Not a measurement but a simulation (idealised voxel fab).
Process module, titled voxel double patterning
The width of the displayed cross-section, cut, is 265 nm; its cells are square, with a size of 5 nm.
Format of a cross-section: grid, square cells. Given as bands. Order: top down. Band: one or more rows of cells. Band: top height; bottom height; in nm. Then, left to right: material with width in nm, for each material. "edge to edge": a single material spanning edge to edge. "empty": empty space. Heights from 0 (as-received wafer is one material below). Bottom band endless downward, as "0 -> down". You'd read "30->40" like this: the band's top row of cells is as wide as the first number, its bottom row is as wide as the second, and going down, every row changes width by the same amount as the row before did. "remained unchanged" for a step: no cell of the cross-section changed in that step. The entry "Closed cavity list" lists the empty spaces that cover at least 8 cells and have no open path to the top. Each is written as width x height at distance, where the distance is measured from the left edge and all three values are in nm. Step line, after settings: the simulator's comment on this step. When a step includes a mask, the "overlay nm" setting on its line states how far to the right of its planned place that mask lay, and negative values state how far to the left.

**Process steps - plan**
step 1: RECEIVE,material Si
step 2: CONFORMAL_DEP,material SiO2,thk nm 5
step 3: DIRECTIONAL_DEP,material TiN,thk nm 15
step 4: DIRECTIONAL_DEP,material SiN,thk nm 5
step 5: MASKED_ETCH,tone open,mask id FIRST,width nm 15,pitch nm 50,etch materials SiN,depth nm 5,overlay nm 0
step 6: PATTERN,tone open,mask id SECOND,material resist,width nm 15,pitch nm 50,thk nm 15,overlay nm 0
step 7: DIRECTIONAL_ETCH,etch materials SiN,depth nm 5
step 8: STRIP,etch materials resist
step 9: DIRECTIONAL_ETCH,etch materials TiN,depth nm 15
step 10: STRIP,etch materials SiN

**The cross-section here shows the wafer as received, i.e. in its state after step 1**
0 -> down = Si edge to edge
Closed cavity list: none

**What the wafer looks like in cross-section after this module, when it starts as shown above and follows the plan above but one mistake is made in running it**
25 -> 20 = SiO2 edge to edge
20 -> 5 = TiN edge to edge
5 -> 0 = SiO2 edge to edge
0 -> down = Si edge to edge
Closed cavity list: none
What broke from the plan during processing? for step 4, the planned setting was not used; the step was instead run as DIRECTIONAL_DEP,material SiO2,thk nm 5
